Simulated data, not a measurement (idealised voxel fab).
Module name: voxel wiring stack (process module)
The cross-section shown here is cut; it is 190 nm wide and divided into square cells measuring 5 nm on a side.
Cross-section format: a grid of square cells, given as bands from top to bottom; each band is one or more rows of cells.
Per band: top height and bottom height in nm, followed by the left-to-right materials and their widths in nm; "all across" marks a single material spanning edge to edge, "empty" marks empty space.
Height is counted from the level 0, under which the received wafer is composed throughout of one material. The lowest of the bands is not closed at the bottom but continues downward, in the notation "0..down".
A width given as "30..40" starts at the first number in the band's top row and ends at the second number in its bottom row, shifting by an equal amount at every step from row to row.
Where the words "no change" appear for a step, the cross-section shows no cell changed by that step; every cell remained as before.
Closed empty spaces (no open way to the top) of 8 cells or more are what "Closed void list" lists, each as width x height at distance from the left edge, nm for all three.
Where a step's line continues beyond its settings, the continuation is a remark by the simulator itself on that step.
The line of a step may include "overlay nm". On a step with a mask, this value is how far to the right of its planned place the mask lay. A negative value means the mask lay to the left.
Pairs ahead. Before: cross-section ahead of one process step. After: cross-section once the step is done, shown to the lowest changed band only. Under each pair: that step, with settings. Caution: pairs may come from different runs of this module on the same starting wafer; a pair follows the pair above only where its "Prior to processing" entry says so.

Prior to processing
> 140..125: SiO2 60 nm | empty 25 nm | SiO2 15 nm | empty 25 nm | SiO2 65 nm
> 125..115: SiO2 60 nm | empty 15 nm | SiO2 115 nm
> 115..110: SiCN all across
> 110..95: SiO2 60 nm | TiN 5 nm | Ru 15 nm | TiN 5 nm | SiO2 15 nm | TiN 5 nm | Ru 15 nm | TiN 5 nm | SiO2 65 nm
> 95..90: SiO2 60 nm | TiN 5 nm | Ru 5 nm | TiN 15 nm | SiO2 15 nm | TiN 5 nm | Ru 5 nm | TiN 15 nm | SiO2 65 nm
> 90..75: SiO2 60 nm | TiN 5 nm | Ru 5 nm | TiN 5 nm | SiO2 25 nm | TiN 5 nm | Ru 5 nm | TiN 5 nm | SiO2 75 nm
> 75..70: SiCN 60 nm | TiN 15 nm | SiCN 25 nm | TiN 15 nm | SiCN 75 nm
> 70..55: lowk 60 nm | TiN 5 nm | Cu 15 nm | TiN 5 nm | lowk 15 nm | TiN 5 nm | Cu 15 nm | TiN 5 nm | lowk 65 nm
> 55..50: lowk 60 nm | TiN 5 nm | Cu 5 nm | TiN 15 nm | lowk 15 nm | TiN 25 nm | lowk 65 nm
> 50..40: lowk 60 nm | TiN 5 nm | Cu 5 nm | TiN 5 nm | lowk 115 nm
> 40..35: SiCN 60 nm | TiN 15 nm | SiCN 115 nm
> 35..15: SiO2 60 nm | Ru 25 nm | SiO2 15 nm | Ru 25 nm | SiO2 65 nm
> 15..10: SiO2 60 nm | TiN 25 nm | SiO2 15 nm | TiN 25 nm | SiO2 65 nm
> 10..0: SiO2 all across
> 0..down: Si all across
> Closed void list: none

Sectional View, Post-Process
> 140..125: SiO2 60 nm | empty 25 nm | SiO2 15 nm | empty 25 nm | SiO2 65 nm
> 125..115: SiO2 60 nm | empty 15 nm | SiO2 115 nm
> 115..110: SiCN 65 nm | empty 10 nm | SiCN 115 nm
> Below 110 it's all the same as before, nothing changed down there.
> Closed void list: none
Going from one cross-section above to the next, the wafer undergoes MASKED_ETCH [tone open] [mask id METAL_4_HOLES] [width nm 15] [etch materials SiCN] [depth nm 5] [overlay nm 5]

Prior to processing: It is represented by the cross-section appearing after the step of the pair directly above.

Sectional View, Post-Process
> 145..140: TiN 65 nm | empty 15 nm | TiN 25 nm | empty 15 nm | TiN 70 nm
> 140..130: SiO2 60 nm | TiN 5 nm | empty 15 nm | TiN 5 nm | SiO2 15 nm | TiN 5 nm | empty 15 nm | TiN 5 nm | SiO2 65 nm
> 130..125: SiO2 60 nm | TiN 5 nm | empty 5 nm | TiN 15 nm | SiO2 15 nm | TiN 25 nm | SiO2 65 nm
> 125..120: SiO2 60 nm | TiN 5 nm | empty 5 nm | TiN 5 nm | SiO2 115 nm
> 120..115: SiO2 60 nm | TiN 15 nm | SiO2 115 nm
> 115..110: SiCN 65 nm | TiN 10 nm | SiCN 115 nm
> Below 110 it's all the same as before, nothing changed down there.
> Closed void list: none
Going from one cross-section above to the next, the wafer undergoes CONFORMAL_DEP [material TiN] [thk nm 5]

Prior to processing: It is represented by the cross-section appearing after the step of the pair directly above.

Sectional View, Post-Process
> 150..145: Cu all across
> 145..140: TiN 65 nm | Cu 15 nm | TiN 25 nm | Cu 15 nm | TiN 70 nm
> 140..130: SiO2 60 nm | TiN 5 nm | Cu 15 nm | TiN 5 nm | SiO2 15 nm | TiN 5 nm | Cu 15 nm | TiN 5 nm | SiO2 65 nm
> 130..125: SiO2 60 nm | TiN 5 nm | Cu 5 nm | TiN 15 nm | SiO2 15 nm | TiN 25 nm | SiO2 65 nm
> 125..120: SiO2 60 nm | TiN 5 nm | Cu 5 nm | TiN 5 nm | SiO2 115 nm
> Below 120 it's all the same as before, nothing changed down there.
> Closed void list: none
Going from one cross-section above to the next, the wafer undergoes FILL_DEP [material Cu] [thk nm 5]

Prior to processing: It is represented by the cross-section appearing after the step of the pair directly above.

Sectional View, Post-Process
> 140..130: SiO2 60 nm | TiN 5 nm | Cu 15 nm | TiN 5 nm | SiO2 15 nm | TiN 5 nm | Cu 15 nm | TiN 5 nm | SiO2 65 nm
> Below 130 it's all the same as before, nothing changed down there.
> Closed void list: none
Going from one cross-section above to the next, the wafer undergoes CMP [height nm 140]

Prior to processing: It is represented by the cross-section appearing after the step of the pair directly above.

Sectional View, Post-Process
> 145..140: SiCN all across
> Below 140 it's all the same as before, nothing changed down there.
> Closed void list: none
Going from one cross-section above to the next, the wafer undergoes CONFORMAL_DEP [material SiCN] [thk nm 5]

Prior to processing
> 70..55: lowk 60 nm | TiN 5 nm | Cu 15 nm | TiN 5 nm | lowk 15 nm | TiN 5 nm | Cu 15 nm | TiN 5 nm | lowk 65 nm
> 55..50: lowk 60 nm | TiN 5 nm | Cu 5 nm | TiN 15 nm | lowk 15 nm | TiN 25 nm | lowk 65 nm
> 50..40: lowk 60 nm | TiN 5 nm | Cu 5 nm | TiN 5 nm | lowk 115 nm
> 40..35: SiCN 60 nm | TiN 15 nm | SiCN 115 nm
> 35..15: SiO2 60 nm | Ru 25 nm | SiO2 15 nm | Ru 25 nm | SiO2 65 nm
> 15..10: SiO2 60 nm | TiN 25 nm | SiO2 15 nm | TiN 25 nm | SiO2 65 nm
> 10..0: SiO2 all across
> 0..down: Si all across
> Closed void list: none

Sectional View, Post-Process
> 75..70: SiO2 all across
> Below 70 it's all the same as before, nothing changed down there.
> Closed void list: none
Going from one cross-section above to the next, the wafer undergoes CONFORMAL_DEP [material SiO2] [thk nm 5]

Prior to processing: It is represented by the cross-section appearing after the step of the pair directly above.

Sectional View, Post-Process
> 110..70: SiO2 all across
> Below 70 it's all the same as before, nothing changed down there.
> Closed void list: none
Going from one cross-section above to the next, the wafer undergoes DIRECTIONAL_DEP [material SiO2] [thk nm 35]

Prior to processing: It is represented by the cross-section appearing after the step of the pair directly above.

Sectional View, Post-Process
> 110..90: SiO2 60 nm | empty 25 nm | SiO2 15 nm | empty 25 nm | SiO2 65 nm
> Below 90 it's all the same as before, nothing changed down there.
> Closed void list: none
Going from one cross-section above to the next, the wafer undergoes MASKED_ETCH [tone open] [mask id METAL_3] [width nm 25] [pitch nm 40] [etch materials SiO2] [depth nm 20] [overlay nm 0]

Prior to processing: It is represented by the cross-section appearing after the step of the pair directly above.

Sectional View, Post-Process
> 120..110: aC 60 nm | empty 25 nm | aC 15 nm | empty 25 nm | aC 65 nm
> 110..100: SiO2 60 nm | empty 25 nm | SiO2 15 nm | empty 25 nm | SiO2 65 nm
> 100..90: SiO2 60 nm | aC 25 nm | SiO2 15 nm | aC 25 nm | SiO2 65 nm
> Below 90 it's all the same as before, nothing changed down there.
> Closed void list: none
Going from one cross-section above to the next, the wafer undergoes DIRECTIONAL_DEP [material aC] [thk nm 10]

Prior to processing: It is represented by the cross-section appearing after the step of the pair directly above.

Sectional View, Post-Process
> 145..120: resist 60 nm | empty 15 nm | resist 25 nm | empty 15 nm | resist 75 nm
> 120..110: aC 60 nm | empty 15 nm | resist 10 nm | aC 15 nm | empty 15 nm | resist 10 nm | aC 65 nm
> 110..100: SiO2 60 nm | empty 15 nm | resist 10 nm | SiO2 15 nm | empty 15 nm | resist 10 nm | SiO2 65 nm
> Below 100 it's all the same as before, nothing changed down there.
> Closed void list: none
Going from one cross-section above to the next, the wafer undergoes PATTERN [tone open] [mask id METAL_3_HOLES] [material resist] [width nm 15] [pitch nm 40] [thk nm 25] [overlay nm 0]

Prior to processing: It is represented by the cross-section appearing after the step of the pair directly above.

Sectional View, Post-Process
> 135..120: resist 60 nm | empty 15 nm | resist 25 nm | empty 15 nm | resist 75 nm
> 120..110: aC 60 nm | empty 15 nm | resist 10 nm | aC 15 nm | empty 15 nm | resist 10 nm | aC 65 nm
> 110..100: SiO2 60 nm | empty 15 nm | resist 10 nm | SiO2 15 nm | empty 15 nm | resist 10 nm | SiO2 65 nm
> 100..90: SiO2 60 nm | empty 15 nm | aC 10 nm | SiO2 15 nm | empty 15 nm | aC 10 nm | SiO2 65 nm
> Below 90 it's all the same as before, nothing changed down there.
> Closed void list: none
Going from one cross-section above to the next, the wafer undergoes DIRECTIONAL_ETCH [etch materials aC] [depth nm 10]

Prior to processing: It is represented by the cross-section appearing after the step of the pair directly above.

Sectional View, Post-Process
> 120..110: aC 60 nm | empty 25 nm | aC 15 nm | empty 25 nm | aC 65 nm
> 110..100: SiO2 60 nm | empty 25 nm | SiO2 15 nm | empty 25 nm | SiO2 65 nm
> Below 100 it's all the same as before, nothing changed down there.
> Closed void list: none
Going from one cross-section above to the next, the wafer undergoes STRIP [etch materials resist]

Prior to processing: It is represented by the cross-section appearing after the step of the pair directly above.

Sectional View, Post-Process
> 120..110: aC 60 nm | empty 25 nm | aC 15 nm | empty 25 nm | aC 65 nm
> 110..100: SiO2 60 nm | empty 25 nm | SiO2 15 nm | empty 25 nm | SiO2 65 nm
> 100..90: SiO2 60 nm | empty 15 nm | aC 10 nm | SiO2 15 nm | empty 15 nm | aC 10 nm | SiO2 65 nm
> 90..75: SiO2 60 nm | empty 15 nm | SiO2 25 nm | empty 15 nm | SiO2 75 nm
> Below 75 it's all the same as before, nothing changed down there.
> Closed void list: none
Going from one cross-section above to the next, the wafer undergoes DIRECTIONAL_ETCH [etch materials SiO2] [depth nm 15]

Prior to processing: It is represented by the cross-section appearing after the step of the pair directly above.

Sectional View, Post-Process
> 110..90: SiO2 60 nm | empty 25 nm | SiO2 15 nm | empty 25 nm | SiO2 65 nm
> Below 90 it's all the same as before, nothing changed down there.
> Closed void list: none
Going from one cross-section above to the next, the wafer undergoes STRIP [etch materials aC]

Prior to processing: It is represented by the cross-section appearing after the step of the pair directly above.

Sectional View, Post-Process
> 115..110: TiN 65 nm | empty 15 nm | TiN 25 nm | empty 15 nm | TiN 70 nm
> 110..95: SiO2 60 nm | TiN 5 nm | empty 15 nm | TiN 5 nm | SiO2 15 nm | TiN 5 nm | empty 15 nm | TiN 5 nm | SiO2 65 nm
> 95..90: SiO2 60 nm | TiN 5 nm | empty 5 nm | TiN 15 nm | SiO2 15 nm | TiN 5 nm | empty 5 nm | TiN 15 nm | SiO2 65 nm
> 90..80: SiO2 60 nm | TiN 5 nm | empty 5 nm | TiN 5 nm | SiO2 25 nm | TiN 5 nm | empty 5 nm | TiN 5 nm | SiO2 75 nm
> 80..75: SiO2 60 nm | TiN 15 nm | SiO2 25 nm | TiN 15 nm | SiO2 75 nm
> Below 75 it's all the same as before, nothing changed down there.
> Closed void list: none
Going from one cross-section above to the next, the wafer undergoes CONFORMAL_DEP [material TiN] [thk nm 5]

Prior to processing: It is represented by the cross-section appearing after the step of the pair directly above.

Sectional View, Post-Process
> 125..115: Ru all across
> 115..110: TiN 65 nm | Ru 15 nm | TiN 25 nm | Ru 15 nm | TiN 70 nm
> 110..95: SiO2 60 nm | TiN 5 nm | Ru 15 nm | TiN 5 nm | SiO2 15 nm | TiN 5 nm | Ru 15 nm | TiN 5 nm | SiO2 65 nm
> 95..90: SiO2 60 nm | TiN 5 nm | Ru 5 nm | TiN 15 nm | SiO2 15 nm | TiN 5 nm | Ru 5 nm | TiN 15 nm | SiO2 65 nm
> 90..80: SiO2 60 nm | TiN 5 nm | Ru 5 nm | TiN 5 nm | SiO2 25 nm | TiN 5 nm | Ru 5 nm | TiN 5 nm | SiO2 75 nm
> Below 80 it's all the same as before, nothing changed down there.
> Closed void list: none
Going from one cross-section above to the next, the wafer undergoes FILL_DEP [material Ru] [thk nm 10]

Prior to processing: It is represented by the cross-section appearing after the step of the pair directly above.

Sectional View, Post-Process
> 110..95: SiO2 60 nm | TiN 5 nm | Ru 15 nm | TiN 5 nm | SiO2 15 nm | TiN 5 nm | Ru 15 nm | TiN 5 nm | SiO2 65 nm
> Below 95 it's all the same as before, nothing changed down there.
> Closed void list: none
Going from one cross-section above to the next, the wafer undergoes CMP [height nm 110]

Prior to processing: It is represented by the cross-section appearing after the step of the pair directly above.

Sectional View, Post-Process
> 115..110: SiCN all across
> Below 110 it's all the same as before, nothing changed down there.
> Closed void list: none
Going from one cross-section above to the next, the wafer undergoes CONFORMAL_DEP [material SiCN] [thk nm 5]

Prior to processing: It is represented by the cross-section appearing after the step of the pair directly above.

Sectional View, Post-Process
> 140..115: SiO2 all across
> Below 115 it's all the same as before, nothing changed down there.
> Closed void list: none
Going from one cross-section above to the next, the wafer undergoes DIRECTIONAL_DEP [material SiO2] [thk nm 25]

Prior to processing: It is represented by the cross-section appearing after the step of the pair directly above.

Sectional View, Post-Process
> 155..140: resist 60 nm | empty 25 nm | resist 15 nm | empty 25 nm | resist 65 nm
> Below 140 it's all the same as before, nothing changed down there.
> Closed void list: none
Going from one cross-section above to the next, the wafer undergoes PATTERN [tone open] [mask id METAL_4] [material resist] [width nm 25] [pitch nm 40] [thk nm 15] [overlay nm 0]

Prior to processing: It is represented by the cross-section appearing after the step of the pair directly above.

Sectional View, Post-Process
> 155..140: resist 60 nm | empty 25 nm | resist 15 nm | empty 25 nm | resist 65 nm
> 140..125: SiO2 60 nm | empty 25 nm | SiO2 15 nm | empty 25 nm | SiO2 65 nm
> Below 125 it's all the same as before, nothing changed down there.
> Closed void list: none
Going from one cross-section above to the next, the wafer undergoes DIRECTIONAL_ETCH [etch materials SiO2] [depth nm 15]

Prior to processing: It is represented by the cross-section appearing after the step of the pair directly above.

Sectional View, Post-Process
> 140..125: SiO2 60 nm | empty 25 nm | SiO2 15 nm | empty 25 nm | SiO2 65 nm
> Below 125 it's all the same as before, nothing changed down there.
> Closed void list: none
Going from one cross-section above to the next, the wafer undergoes STRIP [etch materials resist]

Prior to processing: It is represented by the cross-section appearing after the step of the pair directly above.

Sectional View, Post-Process
> 140..125: SiO2 60 nm | empty 25 nm | SiO2 15 nm | empty 25 nm | SiO2 65 nm
> 125..115: SiO2 60 nm | empty 15 nm | SiO2 115 nm
> Below 115 it's all the same as before, nothing changed down there.
> Closed void list: none
Going from one cross-section above to the next, the wafer undergoes MASKED_ETCH [tone open] [mask id METAL_4_HOLES] [width nm 15] [etch materials SiO2] [depth nm 10] [overlay nm 0]

Prior to processing: It is represented by the cross-section appearing after the step of the pair directly above.

Sectional View, Post-Process
> 140..125: SiO2 60 nm | empty 25 nm | SiO2 15 nm | empty 25 nm | SiO2 65 nm
> 125..115: SiO2 60 nm | empty 15 nm | SiO2 115 nm
> 115..110: SiCN 60 nm | empty 15 nm | SiCN 115 nm
> Below 110 it's all the same as before, nothing changed down there.
> Closed void list: none
Going from one cross-section above to the next, the wafer undergoes MASKED_ETCH [tone open] [mask id METAL_4_HOLES] [width nm 15] [etch materials SiCN] [depth nm 5] [overlay nm 0]

Prior to processing: It is represented by the cross-section appearing after the step of the pair directly above.

Sectional View, Post-Process
> 145..140: TiN 65 nm | empty 15 nm | TiN 25 nm | empty 15 nm | TiN 70 nm
> 140..130: SiO2 60 nm | TiN 5 nm | empty 15 nm | TiN 5 nm | SiO2 15 nm | TiN 5 nm | empty 15 nm | TiN 5 nm | SiO2 65 nm
> 130..125: SiO2 60 nm | TiN 5 nm | empty 5 nm | TiN 15 nm | SiO2 15 nm | TiN 25 nm | SiO2 65 nm
> 125..115: SiO2 60 nm | TiN 5 nm | empty 5 nm | TiN 5 nm | SiO2 115 nm
> 115..110: SiCN 60 nm | TiN 15 nm | SiCN 115 nm
> Below 110 it's all the same as before, nothing changed down there.
> Closed void list: none
Going from one cross-section above to the next, the wafer undergoes CONFORMAL_DEP [material TiN] [thk nm 5]

Prior to processing: It is represented by the cross-section appearing after the step of the pair directly above.

Sectional View, Post-Process
> 150..145: Cu all across
> 145..140: TiN 65 nm | Cu 15 nm | TiN 25 nm | Cu 15 nm | TiN 70 nm
> 140..130: SiO2 60 nm | TiN 5 nm | Cu 15 nm | TiN 5 nm | SiO2 15 nm | TiN 5 nm | Cu 15 nm | TiN 5 nm | SiO2 65 nm
> 130..125: SiO2 60 nm | TiN 5 nm | Cu 5 nm | TiN 15 nm | SiO2 15 nm | TiN 25 nm | SiO2 65 nm
> 125..115: SiO2 60 nm | TiN 5 nm | Cu 5 nm | TiN 5 nm | SiO2 115 nm
> Below 115 it's all the same as before, nothing changed down there.
> Closed void list: none
Going from one cross-section above to the next, the wafer undergoes FILL_DEP [material Cu] [thk nm 5]

Prior to processing: It is represented by the cross-section appearing after the step of the pair directly above.

Sectional View, Post-Process
> 140..130: SiO2 60 nm | TiN 5 nm | Cu 15 nm | TiN 5 nm | SiO2 15 nm | TiN 5 nm | Cu 15 nm | TiN 5 nm | SiO2 65 nm
> Below 130 it's all the same as before, nothing changed down there.
> Closed void list: none
Going from one cross-section above to the next, the wafer undergoes CMP [height nm 140]

Prior to processing: It is represented by the cross-section appearing after the step of the pair directly above.

Sectional View, Post-Process
> 145..140: SiCN all across
> Below 140 it's all the same as before, nothing changed down there.
> Closed void list: none
Going from one cross-section above to the next, the wafer undergoes CONFORMAL_DEP [material SiCN] [thk nm 5]

Prior to processing
> 120..110: aC 60 nm | empty 25 nm | aC 15 nm | empty 25 nm | aC 65 nm
> 110..100: SiO2 60 nm | empty 25 nm | SiO2 15 nm | empty 25 nm | SiO2 65 nm
> 100..90: SiO2 60 nm | aC 25 nm | SiO2 15 nm | aC 25 nm | SiO2 65 nm
> 90..75: SiO2 all across
> 75..70: SiCN all across
> 70..55: lowk 60 nm | TiN 5 nm | Cu 15 nm | TiN 5 nm | lowk 15 nm | TiN 5 nm | Cu 15 nm | TiN 5 nm | lowk 65 nm
> 55..50: lowk 60 nm | TiN 5 nm | Cu 5 nm | TiN 15 nm | lowk 15 nm | TiN 25 nm | lowk 65 nm
> 50..40: lowk 60 nm | TiN 5 nm | Cu 5 nm | TiN 5 nm | lowk 115 nm
> 40..35: SiCN 60 nm | TiN 15 nm | SiCN 115 nm
> 35..15: SiO2 60 nm | Ru 25 nm | SiO2 15 nm | Ru 25 nm | SiO2 65 nm
> 15..10: SiO2 60 nm | TiN 25 nm | SiO2 15 nm | TiN 25 nm | SiO2 65 nm
> 10..0: SiO2 all across
> 0..down: Si all across
> Closed void list: none

Sectional View, Post-Process
> 145..120: empty 60 nm | resist 15 nm | empty 25 nm | resist 15 nm | empty 75 nm
> 120..110: aC 60 nm | resist 15 nm | empty 10 nm | aC 15 nm | resist 15 nm | empty 10 nm | aC 65 nm
> 110..100: SiO2 60 nm | resist 15 nm | empty 10 nm | SiO2 15 nm | resist 15 nm | empty 10 nm | SiO2 65 nm
> Below 100 it's all the same as before, nothing changed down there.
> Closed void list: none
Going from one cross-section above to the next, the wafer undergoes PATTERN [tone cover] [mask id METAL_3_HOLES] [material resist] [width nm 15] [pitch nm 40] [thk nm 25] [overlay nm 0]

Prior to processing: It is represented by the cross-section appearing after the step of the pair directly above.

Sectional View, Post-Process
> 135..110: empty 60 nm | resist 15 nm | empty 25 nm | resist 15 nm | empty 75 nm
> 110..100: SiO2 60 nm | resist 15 nm | empty 10 nm | SiO2 15 nm | resist 15 nm | empty 10 nm | SiO2 65 nm
> 100..90: SiO2 60 nm | aC 15 nm | empty 10 nm | SiO2 15 nm | aC 15 nm | empty 10 nm | SiO2 65 nm
> Below 90 it's all the same as before, nothing changed down there.
> Closed void list: none
Going from one cross-section above to the next, the wafer undergoes DIRECTIONAL_ETCH [etch materials aC] [depth nm 10]

Prior to processing: It is represented by the cross-section appearing after the step of the pair directly above.

Sectional View, Post-Process
> 110..100: SiO2 60 nm | empty 25 nm | SiO2 15 nm | empty 25 nm | SiO2 65 nm
> Below 100 it's all the same as before, nothing changed down there.
> Closed void list: none
Going from one cross-section above to the next, the wafer undergoes STRIP [etch materials resist]

Prior to processing: It is represented by the cross-section appearing after the step of the pair directly above.

Sectional View, Post-Process
> 100..95: empty 60 nm | aC 15 nm | empty 25 nm | aC 15 nm | empty 75 nm
> 95..90: SiO2 60 nm | aC 15 nm | empty 10 nm | SiO2 15 nm | aC 15 nm | empty 10 nm | SiO2 65 nm
> 90..75: SiO2 75 nm | empty 10 nm | SiO2 30 nm | empty 10 nm | SiO2 65 nm
> Below 75 it's all the same as before, nothing changed down there.
> Closed void list: none
Going from one cross-section above to the next, the wafer undergoes DIRECTIONAL_ETCH [etch materials SiO2] [depth nm 15]

Prior to processing: It is represented by the cross-section appearing after the step of the pair directly above.

Sectional View, Post-Process
> 100..95: empty 60 nm | aC 15 nm | empty 25 nm | aC 15 nm | empty 75 nm
> 95..90: SiO2 60 nm | aC 15 nm | empty 10 nm | SiO2 15 nm | aC 15 nm | empty 10 nm | SiO2 65 nm
> 90..75: SiO2 75 nm | empty 10 nm | SiO2 30 nm | empty 10 nm | SiO2 65 nm
> 75..70: SiCN 75 nm | empty 10 nm | SiCN 30 nm | empty 10 nm | SiCN 65 nm
> Below 70 it's all the same as before, nothing changed down there.
> Closed void list: none
Going from one cross-section above to the next, the wafer undergoes DIRECTIONAL_ETCH [etch materials SiCN] [depth nm 5]

Prior to processing: It is represented by the cross-section appearing after the step of the pair directly above.

Sectional View, Post-Process
> 95..90: SiO2 60 nm | empty 25 nm | SiO2 15 nm | empty 25 nm | SiO2 65 nm
> Below 90 it's all the same as before, nothing changed down there.
> Closed void list: none
Going from one cross-section above to the next, the wafer undergoes STRIP [etch materials aC]

Prior to processing: It is represented by the cross-section appearing after the step of the pair directly above.

Sectional View, Post-Process
> 100..95: TiN 65 nm | empty 15 nm | TiN 25 nm | empty 15 nm | TiN 70 nm
> 95..90: SiO2 60 nm | TiN 25 nm | SiO2 15 nm | TiN 25 nm | SiO2 65 nm
> 90..75: SiO2 75 nm | TiN 10 nm | SiO2 30 nm | TiN 10 nm | SiO2 65 nm
> 75..70: SiCN 75 nm | TiN 10 nm | SiCN 30 nm | TiN 10 nm | SiCN 65 nm
> Below 70 it's all the same as before, nothing changed down there.
> Closed void list: none
Going from one cross-section above to the next, the wafer undergoes CONFORMAL_DEP [material TiN] [thk nm 5]

Prior to processing: It is represented by the cross-section appearing after the step of the pair directly above.

Sectional View, Post-Process
> 110..100: Ru all across
> 100..95: TiN 65 nm | Ru 15 nm | TiN 25 nm | Ru 15 nm | TiN 70 nm
> Below 95 it's all the same as before, nothing changed down there.
> Closed void list: none
Going from one cross-section above to the next, the wafer undergoes FILL_DEP [material Ru] [thk nm 10]

Prior to processing: It is represented by the cross-section appearing after the step of the pair directly above.

Sectional View, Post-Process
> 115..110: SiCN all across
> Below 110 it's all the same as before, nothing changed down there.
> Closed void list: none
Going from one cross-section above to the next, the wafer undergoes CONFORMAL_DEP [material SiCN] [thk nm 5]

Prior to processing: It is represented by the cross-section appearing after the step of the pair directly above.

Sectional View, Post-Process
> 140..115: SiO2 all across
> Below 115 it's all the same as before, nothing changed down there.
> Closed void list: none
Going from one cross-section above to the next, the wafer undergoes DIRECTIONAL_DEP [material SiO2] [thk nm 25]

Prior to processing: It is represented by the cross-section appearing after the step of the pair directly above.

Sectional View, Post-Process
> 155..140: resist 60 nm | empty 25 nm | resist 15 nm | empty 25 nm | resist 65 nm
> Below 140 it's all the same as before, nothing changed down there.
> Closed void list: none
Going from one cross-section above to the next, the wafer undergoes PATTERN [tone open] [mask id METAL_4] [material resist] [width nm 25] [pitch nm 40] [thk nm 15] [overlay nm 0]

Prior to processing: It is represented by the cross-section appearing after the step of the pair directly above.

Sectional View, Post-Process
> 155..140: resist 60 nm | empty 25 nm | resist 15 nm | empty 25 nm | resist 65 nm
> 140..125: SiO2 60 nm | empty 25 nm | SiO2 15 nm | empty 25 nm | SiO2 65 nm
> Below 125 it's all the same as before, nothing changed down there.
> Closed void list: none
Going from one cross-section above to the next, the wafer undergoes DIRECTIONAL_ETCH [etch materials SiO2] [depth nm 15]

Prior to processing: It is represented by the cross-section appearing after the step of the pair directly above.

Sectional View, Post-Process
> 140..125: SiO2 60 nm | empty 25 nm | SiO2 15 nm | empty 25 nm | SiO2 65 nm
> Below 125 it's all the same as before, nothing changed down there.
> Closed void list: none
Going from one cross-section above to the next, the wafer undergoes STRIP [etch materials resist]

Prior to processing: It is represented by the cross-section appearing after the step of the pair directly above.

Sectional View, Post-Process
> 140..125: SiO2 60 nm | empty 25 nm | SiO2 15 nm | empty 25 nm | SiO2 65 nm
> 125..115: SiO2 60 nm | empty 15 nm | SiO2 115 nm
> Below 115 it's all the same as before, nothing changed down there.
> Closed void list: none
Going from one cross-section above to the next, the wafer undergoes MASKED_ETCH [tone open] [mask id METAL_4_HOLES] [width nm 15] [etch materials SiO2] [depth nm 10] [overlay nm 0]

Prior to processing: It is represented by the cross-section appearing after the step of the pair directly above.

Sectional View, Post-Process
> 140..125: SiO2 60 nm | empty 25 nm | SiO2 15 nm | empty 25 nm | SiO2 65 nm
> 125..115: SiO2 60 nm | empty 15 nm | SiO2 115 nm
> 115..110: SiCN 60 nm | empty 15 nm | SiCN 115 nm
> Below 110 it's all the same as before, nothing changed down there.
> Closed void list: none
Going from one cross-section above to the next, the wafer undergoes MASKED_ETCH [tone open] [mask id METAL_4_HOLES] [width nm 15] [etch materials SiCN] [depth nm 5] [overlay nm 0]

Prior to processing: It is represented by the cross-section appearing after the step of the pair directly above.

Sectional View, Post-Process
> 145..140: TiN 65 nm | empty 15 nm | TiN 25 nm | empty 15 nm | TiN 70 nm
> 140..130: SiO2 60 nm | TiN 5 nm | empty 15 nm | TiN 5 nm | SiO2 15 nm | TiN 5 nm | empty 15 nm | TiN 5 nm | SiO2 65 nm
> 130..125: SiO2 60 nm | TiN 5 nm | empty 5 nm | TiN 15 nm | SiO2 15 nm | TiN 25 nm | SiO2 65 nm
> 125..115: SiO2 60 nm | TiN 5 nm | empty 5 nm | TiN 5 nm | SiO2 115 nm
> 115..110: SiCN 60 nm | TiN 15 nm | SiCN 115 nm
> Below 110 it's all the same as before, nothing changed down there.
> Closed void list: none
Going from one cross-section above to the next, the wafer undergoes CONFORMAL_DEP [material TiN] [thk nm 5]

Prior to processing: It is represented by the cross-section appearing after the step of the pair directly above.

Sectional View, Post-Process
> 150..145: Cu all across
> 145..140: TiN 65 nm | Cu 15 nm | TiN 25 nm | Cu 15 nm | TiN 70 nm
> 140..130: SiO2 60 nm | TiN 5 nm | Cu 15 nm | TiN 5 nm | SiO2 15 nm | TiN 5 nm | Cu 15 nm | TiN 5 nm | SiO2 65 nm
> 130..125: SiO2 60 nm | TiN 5 nm | Cu 5 nm | TiN 15 nm | SiO2 15 nm | TiN 25 nm | SiO2 65 nm
> 125..115: SiO2 60 nm | TiN 5 nm | Cu 5 nm | TiN 5 nm | SiO2 115 nm
> Below 115 it's all the same as before, nothing changed down there.
> Closed void list: none
Going from one cross-section above to the next, the wafer undergoes FILL_DEP [material Cu] [thk nm 5]

Prior to processing: It is represented by the cross-section appearing after the step of the pair directly above.

Sectional View, Post-Process
> 140..130: SiO2 60 nm | TiN 5 nm | Cu 15 nm | TiN 5 nm | SiO2 15 nm | TiN 5 nm | Cu 15 nm | TiN 5 nm | SiO2 65 nm
> Below 130 it's all the same as before, nothing changed down there.
> Closed void list: none
Going from one cross-section above to the next, the wafer undergoes CMP [height nm 140]

Prior to processing: It is represented by the cross-section appearing after the step of the pair directly above.

Sectional View, Post-Process
> 145..140: SiCN all across
> Below 140 it's all the same as before, nothing changed down there.
> Closed void list: none
Going from one cross-section above to the next, the wafer undergoes CONFORMAL_DEP [material SiCN] [thk nm 5]
